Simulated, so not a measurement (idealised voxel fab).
Process module in this document: voxel air gaps
For reference, the cross-section in this document is cut, with width 255 nm and square cells of 5 nm.
When this document writes out a cross-section, it uses a grid of square cells and lists it as bands, beginning at the top and moving down, with a band standing for one or more rows of cells. In this notation a band is specified by the heights of its top and bottom, in that order and in nm, after which its materials appear from left to right, each paired with its width in nm. The word "all across" attached to a single material means that material fills the band from edge to edge; the word "blank" stands for empty space. Heads up on the height convention: 0 is the point under which the incoming wafer is all one material, and the lowest band has no bottom, it just keeps going down, like "z 0 and below". Graded width ("30..40"): value in top row of band = first number; value in bottom row = second number; row-to-row change constant. "everything unchanged" after a step means that no cell of the cross-section changed. Heads up: "Listed closed voids" only lists the empty pockets with no open path to the top that are 8 cells or more, and it writes them as width x height at distance, distance from the left edge, in nm. Step line, after settings: the simulator's comment on this step. For masked steps, "overlay nm" on the step line gives how far right of plan the mask actually lay; a minus sign means it lay to the left.
## Below is the list of planned process steps
step 1: RECEIVE | material Si
step 2: CONFORMAL_DEP | material SiO2 | thk nm 15
step 3: CONFORMAL_DEP | material SiCN | thk nm 5
step 4: DIRECTIONAL_DEP | material lowk | thk nm 30
step 5: MASKED_ETCH | tone open | mask id LINES | width nm 20 | pitch nm 45 | etch materials lowk | depth nm 30 | overlay nm 0
step 6: CONFORMAL_DEP | material TiN | thk nm 5
step 7: FILL_DEP | material W | thk nm 10
step 8: CMP | height nm 50
step 9: EPI | material Ru | thk nm 10
step 10: SELECTIVE_ETCH | etch materials lowk | depth nm 40
step 11: CONFORMAL_DEP | material SiCN | thk nm 5
## First of two wafers: run as planned
## Cross-sectional view of the wafer in its as-received condition, corresponding to the state after step 1
* z 0 and below = Si all across
* Listed closed voids: none
## Step 2 complete: cross-section through the wafer
* z 15 to 0 = SiO2 all across
* Rest of section, below 0: as before.
## Step 3 complete: cross-section through the wafer
* z 20 to 15 = SiCN all across
* Rest of section, below 15: as before.
## Step 4 complete: cross-section through the wafer
* z 50 to 20 = lowk all across
* Rest of section, below 20: as before.
## Step 5 complete: cross-section through the wafer
* z 50 to 20 = 70 lowk; 20 blank; 25 lowk; 20 blank; 25 lowk; 20 blank; 75 lowk
* Rest of section, below 20: as before.
## Step 6 complete: cross-section through the wafer
* z 55 to 50 = 75 TiN; 10 blank; 35 TiN; 10 blank; 35 TiN; 10 blank; 80 TiN
* z 50 to 25 = 70 lowk; 5 TiN; 10 blank; 5 TiN; 25 lowk; 5 TiN; 10 blank; 5 TiN; 25 lowk; 5 TiN; 10 blank; 5 TiN; 75 lowk
* z 25 to 20 = 70 lowk; 20 TiN; 25 lowk; 20 TiN; 25 lowk; 20 TiN; 75 lowk
* Rest of section, below 20: as before.
## Step 7 complete: cross-section through the wafer
* z 65 to 55 = W all across
* z 55 to 50 = 75 TiN; 10 W; 35 TiN; 10 W; 35 TiN; 10 W; 80 TiN
* z 50 to 25 = 70 lowk; 5 TiN; 10 W; 5 TiN; 25 lowk; 5 TiN; 10 W; 5 TiN; 25 lowk; 5 TiN; 10 W; 5 TiN; 75 lowk
* Rest of section, below 25: as before.
## Step 8 complete: cross-section through the wafer
* z 50 to 25 = 70 lowk; 5 TiN; 10 W; 5 TiN; 25 lowk; 5 TiN; 10 W; 5 TiN; 25 lowk; 5 TiN; 10 W; 5 TiN; 75 lowk
* Rest of section, below 25: as before.
## Step 9 complete: cross-section through the wafer
* z 60 to 50 = 60 blank; 40 Ru; 5 blank; 40 Ru; 5 blank; 40 Ru; 65 blank
* Rest of section, below 50: as before.
## Step 10 complete: cross-section through the wafer
* z 60 to 50 = 60 blank; 40 Ru; 5 blank; 40 Ru; 5 blank; 40 Ru; 65 blank
* z 50 to 25 = 70 blank; 5 TiN; 10 W; 5 TiN; 25 blank; 5 TiN; 10 W; 5 TiN; 25 blank; 5 TiN; 10 W; 5 TiN; 75 blank
* z 25 to 20 = 70 blank; 20 TiN; 25 blank; 20 TiN; 25 blank; 20 TiN; 75 blank
* Rest of section, below 20: as before.
## Step 11 complete: cross-section through the wafer
* z 65 to 60 = 55 blank; 140 SiCN; 60 blank
* z 60 to 50 = 55 blank; 5 SiCN; 40 Ru; 5 SiCN; 40 Ru; 5 SiCN; 40 Ru; 5 SiCN; 60 blank
* z 50 to 45 = 55 blank; 15 SiCN; 5 TiN; 10 W; 5 TiN; 25 SiCN; 5 TiN; 10 W; 5 TiN; 25 SiCN; 5 TiN; 10 W; 5 TiN; 15 SiCN; 60 blank
* z 45 to 25 = 65 blank; 5 SiCN; 5 TiN; 10 W; 5 TiN; 5 SiCN; 15 blank; 5 SiCN; 5 TiN; 10 W; 5 TiN; 5 SiCN; 15 blank; 5 SiCN; 5 TiN; 10 W; 5 TiN; 5 SiCN; 70 blank
* z 25 to 20 = 70 SiCN; 20 TiN; 25 SiCN; 20 TiN; 25 SiCN; 20 TiN; 75 SiCN
* Rest of section, below 20: as before.
* Listed closed voids: 15 x 20 at 95; 15 x 20 at 140
## Companion wafer, the second of two: same beginning, same intended sequence, one mistake in carrying it out; through step 4 inclusive it tracks the first exactly
## Planned end of step 5: second wafer, cross-section
* z 50 to 20 = 70 blank; 20 lowk; 25 blank; 20 lowk; 25 blank; 20 lowk; 75 blank
* Rest of section, below 20: as before.
## Planned end of step 6: second wafer, cross-section
* z 55 to 50 = 65 blank; 30 TiN; 15 blank; 30 TiN; 15 blank; 30 TiN; 70 blank
* z 50 to 25 = 65 blank; 5 TiN; 20 lowk; 5 TiN; 15 blank; 5 TiN; 20 lowk; 5 TiN; 15 blank; 5 TiN; 20 lowk; 5 TiN; 70 blank
* z 25 to 20 = 70 TiN; 20 lowk; 25 TiN; 20 lowk; 25 TiN; 20 lowk; 75 TiN
* Rest of section, below 20: as before.
## Planned end of step 7: second wafer, cross-section
* z 65 to 55 = W all across
* z 55 to 50 = 65 W; 30 TiN; 15 W; 30 TiN; 15 W; 30 TiN; 70 W
* z 50 to 25 = 65 W; 5 TiN; 20 lowk; 5 TiN; 15 W; 5 TiN; 20 lowk; 5 TiN; 15 W; 5 TiN; 20 lowk; 5 TiN; 70 W
* Rest of section, below 25: as before.
## Planned end of step 8: second wafer, cross-section
* z 50 to 25 = 65 W; 5 TiN; 20 lowk; 5 TiN; 15 W; 5 TiN; 20 lowk; 5 TiN; 15 W; 5 TiN; 20 lowk; 5 TiN; 70 W
* Rest of section, below 25: as before.
## Planned end of step 9: second wafer, cross-section
* z 60 to 50 = Ru all across
* Rest of section, below 50: as before.
Planned end of step 10: second wafer, cross-section: everything unchanged
## Planned end of step 11: second wafer, cross-section
* z 65 to 60 = SiCN all across
* Rest of section, below 60: as before.
The mistake made against the process plan was this: step 5 went in with a setting other than planned; the actual run was MASKED_ETCH | tone cover | mask id LINES | width nm 20 | pitch nm 45 | etch materials lowk | depth nm 30 | overlay nm 0
End of process, cell counts, second wafer against first, materials with more or fewer: +54 Ru; -64 SiCN; +27 TiN; +135 W; +72 lowk
By the end, 2 closed voids are present in the first wafer and 0 in the second.
